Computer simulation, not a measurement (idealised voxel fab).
process module | voxel wiring stack
cross-section cut | 170 nm wide | cells 5 nm
A cross-section is a grid of square cells, given in bands from the top down. A band is one or more rows of cells.
Each band's line starts with the height of the band's top and of its bottom, in nm. Then come its materials from left to right, each with its width in nm. One material with "throughout" fills the band from edge to edge. "air" is empty space.
Height 0 is the level under which the wafer as received is all one material. The lowest band goes on downwards, as in "0 down".
A width such as "30 to 40" changes by the same amount from each row of cells to the next, from the band's top row to its bottom row.
"no change" after a step means that no cell of the cross-section changed.
closed voids: empty space of 8 cells or more with no open way to the top, each as width x height at its distance from the left edge, in nm
after a step's settings: what the simulator itself notes on the step
overlay nm, on a step with a mask: how far to the right of its planned place the mask lay; to the left if negative
plan
1 op RECEIVE | material Si
2 op CONFORMAL_DEP | material SiO2 | thk nm 10
3 op DIRECTIONAL_DEP | material TiN | thk nm 5
4 op DIRECTIONAL_DEP | material Ru | thk nm 25
5 op PATTERN | tone cover | mask id METAL_1 | material resist | width nm 20 | pitch nm 45 | thk nm 20 | overlay nm 0
6 op DIRECTIONAL_ETCH | etch materials Ru | depth nm 25
7 op DIRECTIONAL_ETCH | etch materials TiN | depth nm 5
8 op STRIP | etch materials resist
9 op CONFORMAL_DEP | material SiN | thk nm 5
10 op FILL_DEP | material lowk | thk nm 10
11 op CMP | height nm 40
12 op CONFORMAL_DEP | material SiCN | thk nm 5
13 op DIRECTIONAL_DEP | material SiO2 | thk nm 10
14 op DIRECTIONAL_DEP | material aC | thk nm 10
15 op PATTERN | tone open | mask id PLUG_1 | material resist | width nm 15 | pitch nm 45 | thk nm 30 | overlay nm 0
16 op DIRECTIONAL_ETCH | etch materials aC | depth nm 10
17 op STRIP | etch materials resist
18 op DIRECTIONAL_ETCH | etch materials SiO2 | depth nm 10
19 op DIRECTIONAL_ETCH | etch materials SiCN | depth nm 5
20 op STRIP | etch materials aC
21 op CONFORMAL_DEP | material TiN | thk nm 5
22 op FILL_DEP | material Cu | thk nm 5
23 op CMP | height nm 55
24 op DIRECTIONAL_DEP | material TiN | thk nm 5
25 op DIRECTIONAL_DEP | material Ru | thk nm 20
26 op PATTERN | tone cover | mask id METAL_2 | material resist | width nm 20 | pitch nm 45 | thk nm 15 | overlay nm 0
27 op DIRECTIONAL_ETCH | etch materials Ru | depth nm 20
28 op DIRECTIONAL_ETCH | etch materials TiN | depth nm 5
29 op STRIP | etch materials resist
30 op FILL_DEP | material lowk | thk nm 5
31 op CMP | height nm 80
32 op CONFORMAL_DEP | material SiCN | thk nm 5
as received, after step 1
  0 down: Si throughout
  closed voids: none
a wafer at the end: this start, this plan, one mistake
  85 to 80: SiCN throughout
  80 to 60: lowk 50 | Ru 20 | lowk 25 | Ru 20 | lowk 55
  60 to 55: lowk 50 | TiN 20 | lowk 25 | TiN 20 | lowk 55
  55 to 45: SiO2 50 | TiN 5 | Cu 5 | TiN 5 | SiO2 30 | TiN 5 | Cu 5 | TiN 5 | SiO2 60
  45 to 40: SiCN 50 | TiN 15 | SiCN 30 | TiN 15 | SiCN 60
  40 to 15: lowk 40 | SiN 5 | Ru 20 | SiN 5 | lowk 15 | SiN 5 | Ru 20 | SiN 5 | lowk 55
  15 to 10: SiN 45 | TiN 20 | SiN 25 | TiN 20 | SiN 60
  10 to 0: SiO2 throughout
  0 down: Si throughout
  closed voids: none
what went wrong: step 5 ran as: op PATTERN | tone cover | mask id METAL_1 | material resist | width nm 20 | pitch nm 45 | thk nm 20 | overlay nm -5
